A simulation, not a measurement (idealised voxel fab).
The name of this process module is voxel released beams.
Square cell edge 5 nm, section width 230 nm, ID cut.
A cross-section in this document is a grid of square cells, and it is written down as bands, the top band listed before the ones below it; a band is made up of one or more rows of cells.
Heads up on the band format: heights come first, top then bottom, in nm. After that it's the materials left to right, each with its width in nm. A single material flagged "full width" fills the whole band edge to edge, and "empty" means there's empty space there.
Counting heights begins at 0, where everything beneath is, in the wafer as received, one material. The lowest band has no bottom; it goes on downwards, as "z 0 and below" shows.
Top row gets the first number, bottom row gets the second, and each row in between changes by the same step: that is how a band width like "30->40" works.
"no change occurred" means the step left every cell of the cross-section as it was.
"Non-vented voids" - sealed voids, min. 8 cells, no opening to top; format: width x height at distance (distance from left edge; nm throughout).
Anything after a step's settings on that line? It's the simulator's own note about the step.
If you see "overlay nm" on a step's line and that step has a mask, it's telling you how far right of where it was planned the mask ended up; a negative number means it went left instead.
Read the rest as pairs. Take the cross-section before one process step, then the cross-section after it, which shows only down to the lowest band that changed. Under the pair, find the step between them and its settings. Bear in mind that pairs may come from different runs of this module on the same starting wafer: link a pair to the pair above it only where its entry headed "Incoming structure" says to.

Incoming structure:
> z 0 and below = Si full width
> Non-vented voids: none

Resulting Structure:
> z 10 to 0 = SiN full width
> Everything below 0 is unchanged.
> Non-vented voids: none
Transition step, before and after shown above: CONFORMAL_DEP (material SiN; thk nm 10)

Incoming structure: just use the after drawing of the pair above as your starting point.

Resulting Structure:
> z 30 to 10 = SiO2 full width
> Everything below 10 is unchanged.
> Non-vented voids: none
Transition step, before and after shown above: DIRECTIONAL_DEP (material SiO2; thk nm 20)

Incoming structure: just use the after drawing of the pair above as your starting point.

Resulting Structure:
> z 45 to 30 = resist: 70, empty: 25, resist: 135
> Everything below 30 is unchanged.
> Non-vented voids: none
Transition step, before and after shown above: PATTERN (tone open; mask id ANCHOR; material resist; width nm 25; thk nm 15; overlay nm 0)

Incoming structure: just use the after drawing of the pair above as your starting point.

Resulting Structure:
> z 45 to 30 = resist: 70, empty: 25, resist: 135
> z 30 to 10 = SiO2: 70, empty: 25, SiO2: 135
> Everything below 10 is unchanged.
> Non-vented voids: none
Transition step, before and after shown above: DIRECTIONAL_ETCH (etch materials SiO2; depth nm 20)

Incoming structure: just use the after drawing of the pair above as your starting point.

Resulting Structure:
> z 30 to 10 = SiO2: 70, empty: 25, SiO2: 135
> Everything below 10 is unchanged.
> Non-vented voids: none
Transition step, before and after shown above: STRIP (etch materials resist)

Incoming structure: just use the after drawing of the pair above as your starting point.

Resulting Structure:
> z 40 to 30 = polySi: 80, empty: 5, polySi: 145
> z 30 to 20 = SiO2: 70, polySi: 10, empty: 5, polySi: 10, SiO2: 135
> z 20 to 10 = SiO2: 70, polySi: 25, SiO2: 135
> Everything below 10 is unchanged.
> Non-vented voids: none
Transition step, before and after shown above: CONFORMAL_DEP (material polySi; thk nm 10)

Incoming structure: just use the after drawing of the pair above as your starting point.

Resulting Structure:
> z 60 to 40 = empty: 65, resist: 90, empty: 75
> z 40 to 30 = polySi: 80, resist: 5, polySi: 145
> z 30 to 20 = SiO2: 70, polySi: 10, resist: 5, polySi: 10, SiO2: 135
> Everything below 20 is unchanged.
> Non-vented voids: none
Transition step, before and after shown above: PATTERN (tone cover; mask id BEAM; material resist; width nm 90; thk nm 20; overlay nm 0)

Incoming structure: just use the after drawing of the pair above as your starting point.

Resulting Structure:
> z 60 to 40 = empty: 65, resist: 90, empty: 75
> z 40 to 30 = empty: 65, polySi: 15, resist: 5, polySi: 70, empty: 75
> Everything below 30 is unchanged.
> Non-vented voids: none
Transition step, before and after shown above: DIRECTIONAL_ETCH (etch materials polySi; depth nm 10)

Incoming structure: just use the after drawing of the pair above as your starting point.

Resulting Structure:
> z 40 to 30 = empty: 65, polySi: 15, empty: 5, polySi: 70, empty: 75
> z 30 to 20 = SiO2: 70, polySi: 10, empty: 5, polySi: 10, SiO2: 135
> Everything below 20 is unchanged.
> Non-vented voids: none
Transition step, before and after shown above: STRIP (etch materials resist)

Incoming structure: just use the after drawing of the pair above as your starting point.

Resulting Structure:
> z 40 to 30 = empty: 65, polySi: 15, empty: 5, polySi: 70, empty: 75
> z 30 to 20 = empty: 70, polySi: 10, empty: 5, polySi: 10, empty: 135
> z 20 to 10 = empty: 70, polySi: 25, empty: 135
> Everything below 10 is unchanged.
> Non-vented voids: none
Transition step, before and after shown above: STRIP (etch materials SiO2)

Incoming structure:
> z 0 and below = Si full width
> Non-vented voids: none

Resulting Structure:
> z 20 to 0 = SiO2 full width
> Everything below 0 is unchanged.
> Non-vented voids: none
Transition step, before and after shown above: DIRECTIONAL_DEP (material SiO2; thk nm 20)

Incoming structure: just use the after drawing of the pair above as your starting point.

Resulting Structure:
> z 35 to 20 = resist: 70, empty: 25, resist: 135
> Everything below 20 is unchanged.
> Non-vented voids: none
Transition step, before and after shown above: PATTERN (tone open; mask id ANCHOR; material resist; width nm 25; thk nm 15; overlay nm 0)

Incoming structure: just use the after drawing of the pair above as your starting point.

Resulting Structure:
> z 35 to 20 = resist: 70, empty: 25, resist: 135
> z 20 to 0 = SiO2: 70, empty: 25, SiO2: 135
> Everything below 0 is unchanged.
> Non-vented voids: none
Transition step, before and after shown above: DIRECTIONAL_ETCH (etch materials SiO2; depth nm 20)

Incoming structure: just use the after drawing of the pair above as your starting point.

Resulting Structure:
> z 20 to 0 = SiO2: 70, empty: 25, SiO2: 135
> Everything below 0 is unchanged.
> Non-vented voids: none
Transition step, before and after shown above: STRIP (etch materials resist)

Incoming structure: just use the after drawing of the pair above as your starting point.

Resulting Structure:
> z 30 to 20 = polySi: 80, empty: 5, polySi: 145
> z 20 to 10 = SiO2: 70, polySi: 10, empty: 5, polySi: 10, SiO2: 135
> z 10 to 0 = SiO2: 70, polySi: 25, SiO2: 135
> Everything below 0 is unchanged.
> Non-vented voids: none
Transition step, before and after shown above: CONFORMAL_DEP (material polySi; thk nm 10)

Incoming structure: just use the after drawing of the pair above as your starting point.

Resulting Structure:
> z 50 to 30 = empty: 65, resist: 90, empty: 75
> z 30 to 20 = polySi: 80, resist: 5, polySi: 145
> z 20 to 10 = SiO2: 70, polySi: 10, resist: 5, polySi: 10, SiO2: 135
> Everything below 10 is unchanged.
> Non-vented voids: none
Transition step, before and after shown above: PATTERN (tone cover; mask id BEAM; material resist; width nm 90; thk nm 20; overlay nm 0)

Incoming structure: just use the after drawing of the pair above as your starting point.

Resulting Structure:
> z 50 to 30 = empty: 65, resist: 90, empty: 75
> z 30 to 20 = empty: 65, polySi: 15, resist: 5, polySi: 70, empty: 75
> Everything below 20 is unchanged.
> Non-vented voids: none
Transition step, before and after shown above: DIRECTIONAL_ETCH (etch materials polySi; depth nm 10)

Incoming structure: just use the after drawing of the pair above as your starting point.

Resulting Structure:
> z 30 to 20 = empty: 65, polySi: 15, empty: 5, polySi: 70, empty: 75
> z 20 to 10 = SiO2: 70, polySi: 10, empty: 5, polySi: 10, SiO2: 135
> Everything below 10 is unchanged.
> Non-vented voids: none
Transition step, before and after shown above: STRIP (etch materials resist)

Incoming structure: just use the after drawing of the pair above as your starting point.

Resulting Structure:
> z 30 to 20 = empty: 65, polySi: 15, empty: 5, polySi: 70, empty: 75
> z 20 to 10 = empty: 70, polySi: 10, empty: 5, polySi: 10, empty: 135
> z 10 to 0 = empty: 70, polySi: 25, empty: 135
> Everything below 0 is unchanged.
> Non-vented voids: none
Transition step, before and after shown above: STRIP (etch materials SiO2)

Incoming structure:
> z 20 to 0 = SiO2 full width
> z 0 and below = Si full width
> Non-vented voids: none

Resulting Structure:
> z 30 to 20 = SiN full width
> Everything below 20 is unchanged.
> Non-vented voids: none
Transition step, before and after shown above: CONFORMAL_DEP (material SiN; thk nm 10)

Incoming structure: just use the after drawing of the pair above as your starting point.

Resulting Structure:
> z 45 to 30 = resist: 70, empty: 25, resist: 135
> Everything below 30 is unchanged.
> Non-vented voids: none
Transition step, before and after shown above: PATTERN (tone open; mask id ANCHOR; material resist; width nm 25; thk nm 15; overlay nm 0)

Incoming structure: just use the after drawing of the pair above as your starting point.

Resulting Structure:
> z 30 to 20 = SiN full width
> Everything below 20 is unchanged.
> Non-vented voids: none
Transition step, before and after shown above: STRIP (etch materials resist)

Incoming structure: just use the after drawing of the pair above as your starting point.

Resulting Structure:
> z 40 to 30 = polySi full width
> Everything below 30 is unchanged.
> Non-vented voids: none
Transition step, before and after shown above: CONFORMAL_DEP (material polySi; thk nm 10)

Incoming structure: just use the after drawing of the pair above as your starting point.

Resulting Structure:
> z 60 to 40 = empty: 65, resist: 90, empty: 75
> Everything below 40 is unchanged.
> Non-vented voids: none
Transition step, before and after shown above: PATTERN (tone cover; mask id BEAM; material resist; width nm 90; thk nm 20; overlay nm 0)

Incoming structure: just use the after drawing of the pair above as your starting point.

Resulting Structure:
> z 60 to 40 = empty: 65, resist: 90, empty: 75
> z 40 to 30 = empty: 65, polySi: 90, empty: 75
> Everything below 30 is unchanged.
> Non-vented voids: none
Transition step, before and after shown above: DIRECTIONAL_ETCH (etch materials polySi; depth nm 10)

Incoming structure: just use the after drawing of the pair above as your starting point.

Resulting Structure:
> z 40 to 30 = empty: 65, polySi: 90, empty: 75
> Everything below 30 is unchanged.
> Non-vented voids: none
Transition step, before and after shown above: STRIP (etch materials resist)

Incoming structure:
> z 0 and below = Si full width
> Non-vented voids: none

Resulting Structure:
> z 5 to 0 = SiN full width
> Everything below 0 is unchanged.
> Non-vented voids: none
Transition step, before and after shown above: CONFORMAL_DEP (material SiN; thk nm 5)

Incoming structure: just use the after drawing of the pair above as your starting point.

Resulting Structure:
> z 25 to 5 = SiO2 full width
> Everything below 5 is unchanged.
> Non-vented voids: none
Transition step, before and after shown above: DIRECTIONAL_DEP (material SiO2; thk nm 20)

Incoming structure: just use the after drawing of the pair above as your starting point.

Resulting Structure:
> z 40 to 25 = resist: 70, empty: 25, resist: 135
> Everything below 25 is unchanged.
> Non-vented voids: none
Transition step, before and after shown above: PATTERN (tone open; mask id ANCHOR; material resist; width nm 25; thk nm 15; overlay nm 0)

Incoming structure: just use the after drawing of the pair above as your starting point.

Resulting Structure:
> z 40 to 25 = resist: 70, empty: 25, resist: 135
> z 25 to 5 = SiO2: 70, empty: 25, SiO2: 135
> Everything below 5 is unchanged.
> Non-vented voids: none
Transition step, before and after shown above: DIRECTIONAL_ETCH (etch materials SiO2; depth nm 20)

Incoming structure: just use the after drawing of the pair above as your starting point.

Resulting Structure:
> z 25 to 5 = SiO2: 70, empty: 25, SiO2: 135
> Everything below 5 is unchanged.
> Non-vented voids: none
Transition step, before and after shown above: STRIP (etch materials resist)

Incoming structure: just use the after drawing of the pair above as your starting point.

Resulting Structure:
> z 35 to 25 = polySi: 80, empty: 5, polySi: 145
> z 25 to 15 = SiO2: 70, polySi: 10, empty: 5, polySi: 10, SiO2: 135
> z 15 to 5 = SiO2: 70, polySi: 25, SiO2: 135
> Everything below 5 is unchanged.
> Non-vented voids: none
Transition step, before and after shown above: CONFORMAL_DEP (material polySi; thk nm 10)

Incoming structure: just use the after drawing of the pair above as your starting point.

Resulting Structure:
> z 55 to 35 = empty: 65, resist: 90, empty: 75
> z 35 to 25 = polySi: 80, resist: 5, polySi: 145
> z 25 to 15 = SiO2: 70, polySi: 10, resist: 5, polySi: 10, SiO2: 135
> Everything below 15 is unchanged.
> Non-vented voids: none
Transition step, before and after shown above: PATTERN (tone cover; mask id BEAM; material resist; width nm 90; thk nm 20; overlay nm 0)

Incoming structure: just use the after drawing of the pair above as your starting point.

Resulting Structure:
> z 55 to 35 = empty: 65, resist: 90, empty: 75
> z 35 to 25 = empty: 65, polySi: 15, resist: 5, polySi: 70, empty: 75
> Everything below 25 is unchanged.
> Non-vented voids: none
Transition step, before and after shown above: DIRECTIONAL_ETCH (etch materials polySi; depth nm 10)

Incoming structure: just use the after drawing of the pair above as your starting point.

Resulting Structure:
> z 35 to 25 = empty: 65, polySi: 15, empty: 5, polySi: 70, empty: 75
> z 25 to 15 = SiO2: 70, polySi: 10, empty: 5, polySi: 10, SiO2: 135
> Everything below 15 is unchanged.
> Non-vented voids: none
Transition step, before and after shown above: STRIP (etch materials resist)

Incoming structure: just use the after drawing of the pair above as your starting point.

Resulting Structure:
> z 35 to 25 = empty: 65, polySi: 15, empty: 5, polySi: 70, empty: 75
> z 25 to 15 = empty: 70, polySi: 10, empty: 5, polySi: 10, empty: 135
> z 15 to 5 = empty: 70, polySi: 25, empty: 135
> Everything below 5 is unchanged.
> Non-vented voids: none
Transition step, before and after shown above: STRIP (etch materials SiO2)

Incoming structure:
> z 40 to 30 = polySi: 80, empty: 5, polySi: 145
> z 30 to 20 = SiO2: 70, polySi: 10, empty: 5, polySi: 10, SiO2: 135
> z 20 to 10 = SiO2: 70, polySi: 25, SiO2: 135
> z 10 to 0 = SiN full width
> z 0 and below = Si full width
> Non-vented voids: none

Resulting Structure:
> z 60 to 40 = empty: 65, resist: 95, empty: 70
> z 40 to 30 = polySi: 80, resist: 5, polySi: 145
> z 30 to 20 = SiO2: 70, polySi: 10, resist: 5, polySi: 10, SiO2: 135
> Everything below 20 is unchanged.
> Non-vented voids: none
Transition step, before and after shown above: PATTERN (tone cover; mask id BEAM; material resist; width nm 95; thk nm 20; overlay nm 0)

Incoming structure: just use the after drawing of the pair above as your starting point.

Resulting Structure:
> z 60 to 40 = empty: 65, resist: 95, empty: 70
> z 40 to 30 = empty: 65, polySi: 15, resist: 5, polySi: 75, empty: 70
> Everything below 30 is unchanged.
> Non-vented voids: none
Transition step, before and after shown above: DIRECTIONAL_ETCH (etch materials polySi; depth nm 10)

Incoming structure: just use the after drawing of the pair above as your starting point.

Resulting Structure:
> z 40 to 30 = empty: 65, polySi: 15, empty: 5, polySi: 75, empty: 70
> z 30 to 20 = SiO2: 70, polySi: 10, empty: 5, polySi: 10, SiO2: 135
> Everything below 20 is unchanged.
> Non-vented voids: none
Transition step, before and after shown above: STRIP (etch materials resist)

Incoming structure: just use the after drawing of the pair above as your starting point.

Resulting Structure:
> z 40 to 30 = empty: 65, polySi: 15, empty: 5, polySi: 75, empty: 70
> z 30 to 20 = empty: 70, polySi: 10, empty: 5, polySi: 10, empty: 135
> z 20 to 10 = empty: 70, polySi: 25, empty: 135
> Everything below 10 is unchanged.
> Non-vented voids: none
Transition step, before and after shown above: STRIP (etch materials SiO2)

Incoming structure:
> z 30 to 10 = SiO2 full width
> z 10 to 0 = SiN full width
> z 0 and below = Si full width
> Non-vented voids: none

Resulting Structure:
> z 45 to 30 = resist: 80, empty: 25, resist: 125
> Everything below 30 is unchanged.
> Non-vented voids: none
Transition step, before and after shown above: PATTERN (tone open; mask id ANCHOR; material resist; width nm 25; thk nm 15; overlay nm 10)

Incoming structure: just use the after drawing of the pair above as your starting point.

Resulting Structure:
> z 45 to 30 = resist: 80, empty: 25, resist: 125
> z 30 to 10 = SiO2: 80, empty: 25, SiO2: 125
> Everything below 10 is unchanged.
> Non-vented voids: none
Transition step, before and after shown above: DIRECTIONAL_ETCH (etch materials SiO2; depth nm 20)

Incoming structure: just use the after drawing of the pair above as your starting point.

Resulting Structure:
> z 30 to 10 = SiO2: 80, empty: 25, SiO2: 125
> Everything below 10 is unchanged.
> Non-vented voids: none
Transition step, before and after shown above: STRIP (etch materials resist)

Incoming structure: just use the after drawing of the pair above as your starting point.

Resulting Structure:
> z 40 to 30 = polySi: 90, empty: 5, polySi: 135
> z 30 to 20 = SiO2: 80, polySi: 10, empty: 5, polySi: 10, SiO2: 125
> z 20 to 10 = SiO2: 80, polySi: 25, SiO2: 125
> Everything below 10 is unchanged.
> Non-vented voids: none
Transition step, before and after shown above: CONFORMAL_DEP (material polySi; thk nm 10)

Incoming structure: just use the after drawing of the pair above as your starting point.

Resulting Structure:
> z 60 to 40 = empty: 65, resist: 90, empty: 75
> z 40 to 30 = polySi: 90, resist: 5, polySi: 135
> z 30 to 20 = SiO2: 80, polySi: 10, resist: 5, polySi: 10, SiO2: 125
> Everything below 20 is unchanged.
> Non-vented voids: none
Transition step, before and after shown above: PATTERN (tone cover; mask id BEAM; material resist; width nm 90; thk nm 20; overlay nm 0)

Incoming structure: just use the after drawing of the pair above as your starting point.

Resulting Structure:
> z 60 to 40 = empty: 65, resist: 90, empty: 75
> z 40 to 30 = empty: 65, polySi: 25, resist: 5, polySi: 60, empty: 75
> Everything below 30 is unchanged.
> Non-vented voids: none
Transition step, before and after shown above: DIRECTIONAL_ETCH (etch materials polySi; depth nm 10)

Incoming structure: just use the after drawing of the pair above as your starting point.

Resulting Structure:
> z 40 to 30 = empty: 65, polySi: 25, empty: 5, polySi: 60, empty: 75
> z 30 to 20 = SiO2: 80, polySi: 10, empty: 5, polySi: 10, SiO2: 125
> Everything below 20 is unchanged.
> Non-vented voids: none
Transition step, before and after shown above: STRIP (etch materials resist)

Incoming structure: just use the after drawing of the pair above as your starting point.

Resulting Structure:
> z 40 to 30 = empty: 65, polySi: 25, empty: 5, polySi: 60, empty: 75
> z 30 to 20 = empty: 80, polySi: 10, empty: 5, polySi: 10, empty: 125
> z 20 to 10 = empty: 80, polySi: 25, empty: 125
> Everything below 10 is unchanged.
> Non-vented voids: none
Transition step, before and after shown above: STRIP (etch materials SiO2)

Incoming structure:
> z 10 to 0 = SiN full width
> z 0 and below = Si full width
> Non-vented voids: none

Resulting Structure:
> z 30 to 10 = polySi full width
> Everything below 10 is unchanged.
> Non-vented voids: none
Transition step, before and after shown above: DIRECTIONAL_DEP (material polySi; thk nm 20)

Incoming structure: just use the after drawing of the pair above as your starting point.

Resulting Structure:
> z 45 to 30 = resist: 70, empty: 25, resist: 135
> Everything below 30 is unchanged.
> Non-vented voids: none
Transition step, before and after shown above: PATTERN (tone open; mask id ANCHOR; material resist; width nm 25; thk nm 15; overlay nm 0)

Incoming structure: just use the after drawing of the pair above as your starting point.

Resulting Structure:
> z 30 to 10 = polySi full width
> Everything below 10 is unchanged.
> Non-vented voids: none
Transition step, before and after shown above: STRIP (etch materials resist)

Incoming structure: just use the after drawing of the pair above as your starting point.

Resulting Structure:
> z 40 to 10 = polySi full width
> Everything below 10 is unchanged.
> Non-vented voids: none
Transition step, before and after shown above: CONFORMAL_DEP (material polySi; thk nm 10)

Incoming structure: just use the after drawing of the pair above as your starting point.

Resulting Structure:
> z 60 to 40 = empty: 65, resist: 90, empty: 75
> Everything below 40 is unchanged.
> Non-vented voids: none
Transition step, before and after shown above: PATTERN (tone cover; mask id BEAM; material resist; width nm 90; thk nm 20; overlay nm 0)

Incoming structure: just use the after drawing of the pair above as your starting point.

Resulting Structure:
> z 60 to 40 = empty: 65, resist: 90, empty: 75
> z 40 to 30 = empty: 65, polySi: 90, empty: 75
> Everything below 30 is unchanged.
> Non-vented voids: none
Transition step, before and after shown above: DIRECTIONAL_ETCH (etch materials polySi; depth nm 10)

Incoming structure: just use the after drawing of the pair above as your starting point.

Resulting Structure:
> z 40 to 30 = empty: 65, polySi: 90, empty: 75
> Everything below 30 is unchanged.
> Non-vented voids: none
Transition step, before and after shown above: STRIP (etch materials resist)

Incoming structure:
> z 30 to 10 = SiO2 full width
> z 10 to 0 = SiN full width
> z 0 and below = Si full width
> Non-vented voids: none

Resulting Structure:
> z 45 to 30 = empty: 70, resist: 25, empty: 135
> Everything below 30 is unchanged.
> Non-vented voids: none
Transition step, before and after shown above: PATTERN (tone cover; mask id ANCHOR; material resist; width nm 25; thk nm 15; overlay nm 0)

Incoming structure: just use the after drawing of the pair above as your starting point.

Resulting Structure:
> z 45 to 30 = empty: 70, resist: 25, empty: 135
> z 30 to 10 = empty: 70, SiO2: 25, empty: 135
> Everything below 10 is unchanged.
> Non-vented voids: none
Transition step, before and after shown above: DIRECTIONAL_ETCH (etch materials SiO2; depth nm 20)

Incoming structure: just use the after drawing of the pair above as your starting point.

Resulting Structure:
> z 30 to 10 = empty: 70, SiO2: 25, empty: 135
> Everything below 10 is unchanged.
> Non-vented voids: none
Transition step, before and after shown above: STRIP (etch materials resist)

Incoming structure: just use the after drawing of the pair above as your starting point.

Resulting Structure:
> z 40 to 30 = empty: 60, polySi: 45, empty: 125
> z 30 to 20 = empty: 60, polySi: 10, SiO2: 25, polySi: 10, empty: 125
> z 20 to 10 = polySi: 70, SiO2: 25, polySi: 135
> Everything below 10 is unchanged.
> Non-vented voids: none
Transition step, before and after shown above: CONFORMAL_DEP (material polySi; thk nm 10)

Incoming structure: just use the after drawing of the pair above as your starting point.

Resulting Structure:
> z 60 to 40 = empty: 65, resist: 90, empty: 75
> z 40 to 30 = empty: 60, polySi: 45, resist: 50, empty: 75
> z 30 to 20 = empty: 60, polySi: 10, SiO2: 25, polySi: 10, resist: 50, empty: 75
> Everything below 20 is unchanged.
> Non-vented voids: none
Transition step, before and after shown above: PATTERN (tone cover; mask id BEAM; material resist; width nm 90; thk nm 20; overlay nm 0)

Incoming structure: just use the after drawing of the pair above as your starting point.

Resulting Structure:
> z 60 to 40 = empty: 65, resist: 90, empty: 75
> z 40 to 30 = empty: 65, polySi: 40, resist: 50, empty: 75
> z 30 to 20 = empty: 60, polySi: 10, SiO2: 25, polySi: 10, resist: 50, empty: 75
> z 20 to 10 = empty: 60, polySi: 10, SiO2: 25, polySi: 60, empty: 75
> Everything below 10 is unchanged.
> Non-vented voids: none
Transition step, before and after shown above: DIRECTIONAL_ETCH (etch materials polySi; depth nm 10)

Incoming structure: just use the after drawing of the pair above as your starting point.

Resulting Structure:
> z 40 to 30 = empty: 65, polySi: 40, empty: 125
> z 30 to 20 = empty: 60, polySi: 10, SiO2: 25, polySi: 10, empty: 125
> Everything below 20 is unchanged.
> Non-vented voids: none
Transition step, before and after shown above: STRIP (etch materials resist)
